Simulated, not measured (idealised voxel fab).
process module | voxel self aligned vias
cross-section cut | 235 nm wide | cells 5 nm
A cross-section is a grid of square cells, given in bands from the top down. A band is one or more rows of cells.
Each band's line starts with the height of the band's top and of its bottom, in nm. Then come its materials from left to right, each with its width in nm. One material with "throughout" fills the band from edge to edge. "air" is empty space.
Height 0 is the level under which the wafer as received is all one material. The lowest band goes on downwards, as in "0 down".
A width such as "30 to 40" changes by the same amount from each row of cells to the next, from the band's top row to its bottom row.
"no change" after a step means that no cell of the cross-section changed.
closed voids: empty space of 8 cells or more with no open way to the top, each as width x height at its distance from the left edge, in nm
after a step's settings: what the simulator itself notes on the step
overlay nm, on a step with a mask: how far to the right of its planned place the mask lay; to the left if negative
plan
1 op RECEIVE | material Si
2 op CONFORMAL_DEP | material SiO2 | thk nm 10
3 op CONFORMAL_DEP | material SiCN | thk nm 5
4 op DIRECTIONAL_DEP | material SiO2 | thk nm 20
5 op PATTERN | tone open | mask id LINES | material resist | width nm 20 | pitch nm 60 | thk nm 20 | overlay nm 0
6 op DIRECTIONAL_ETCH | etch materials SiO2 | depth nm 20
7 op STRIP | etch materials resist
8 op CONFORMAL_DEP | material TiN | thk nm 5
9 op FILL_DEP | material Ru | thk nm 5
10 op CMP | height nm 35
11 op SELECTIVE_ETCH | etch materials W Ru TiN | depth nm 10
12 op FILL_DEP | material SiN | thk nm 5
13 op CMP | height nm 25
14 op DIRECTIONAL_DEP | material SiO2 | thk nm 20
15 op DIRECTIONAL_DEP | material aC | thk nm 15
16 op PATTERN | tone open | mask id VIAS | material resist | width nm 30 | thk nm 35 | overlay nm 0
17 op DIRECTIONAL_ETCH | etch materials aC | depth nm 15
18 op STRIP | etch materials resist
19 op DIRECTIONAL_ETCH | etch materials SiO2 | depth nm 20
20 op DIRECTIONAL_ETCH | etch materials SiN | depth nm 10
21 op STRIP | etch materials aC
22 op CONFORMAL_DEP | material TiN | thk nm 5
23 op FILL_DEP | material Ru | thk nm 5
24 op CMP | height nm 55
25 op CONFORMAL_DEP | material SiN | thk nm 5
varied across the wafers: height nm of step 13. The plan shows the first wafer's value. All wafers start alike
first wafer as received, after step 1
  0 down: Si throughout
  closed voids: none
first wafer at the end, after step 25
  60 to 55: SiN throughout
  55 to 50: Ru throughout
  50 to 45: TiN 75 | Ru 20 | TiN 140
  45 to 30: SiO2 70 | TiN 5 | Ru 20 | TiN 5 | SiO2 135
  30 to 25: SiO2 70 | TiN 30 | SiO2 135
  25 to 20: SiO2 75 | TiN 5 | Ru 10 | TiN 5 | SiO2 40 | TiN 5 | Ru 10 | TiN 5 | SiO2 80
  20 to 15: SiO2 75 | TiN 20 | SiO2 40 | TiN 20 | SiO2 80
  15 to 10: SiCN throughout
  10 to 0: SiO2 throughout
  0 down: Si throughout
  closed voids: none
last wafer at the end
  60 to 55: SiN throughout
  55 to 40: SiO2 70 | TiN 5 | Ru 20 | TiN 5 | SiO2 135
  40 to 35: SiN 70 | TiN 10 | Ru 10 | TiN 10 | SiN 135
  35 to 30: SiO2 75 | TiN 20 | SiO2 40 | SiN 20 | SiO2 80
  30 to 25: SiO2 75 | SiN 20 | SiO2 40 | SiN 20 | SiO2 80
  25 to 20: SiO2 75 | TiN 5 | Ru 10 | TiN 5 | SiO2 40 | TiN 5 | Ru 10 | TiN 5 | SiO2 80
  20 to 15: SiO2 75 | TiN 20 | SiO2 40 | TiN 20 | SiO2 80
  15 to 10: SiCN throughout
  10 to 0: SiO2 throughout
  0 down: Si throughout
  closed voids: none
each wafer at the end: cells of each material gained (+) or lost (-) since it was received, then its closed voids
height nm 25 | +67 Ru | +47 SiCN | +47 SiN | +336 SiO2 | +67 TiN | closed voids: none
height nm 30 | +22 Ru | +47 SiCN | +51 SiN | +375 SiO2 | +69 TiN | closed voids: none
height nm 35 | +20 Ru | +47 SiCN | +55 SiN | +414 SiO2 | +28 TiN | closed voids: none
height nm 40 | +18 Ru | +47 SiCN | +100 SiN | +373 SiO2 | +26 TiN | closed voids: none
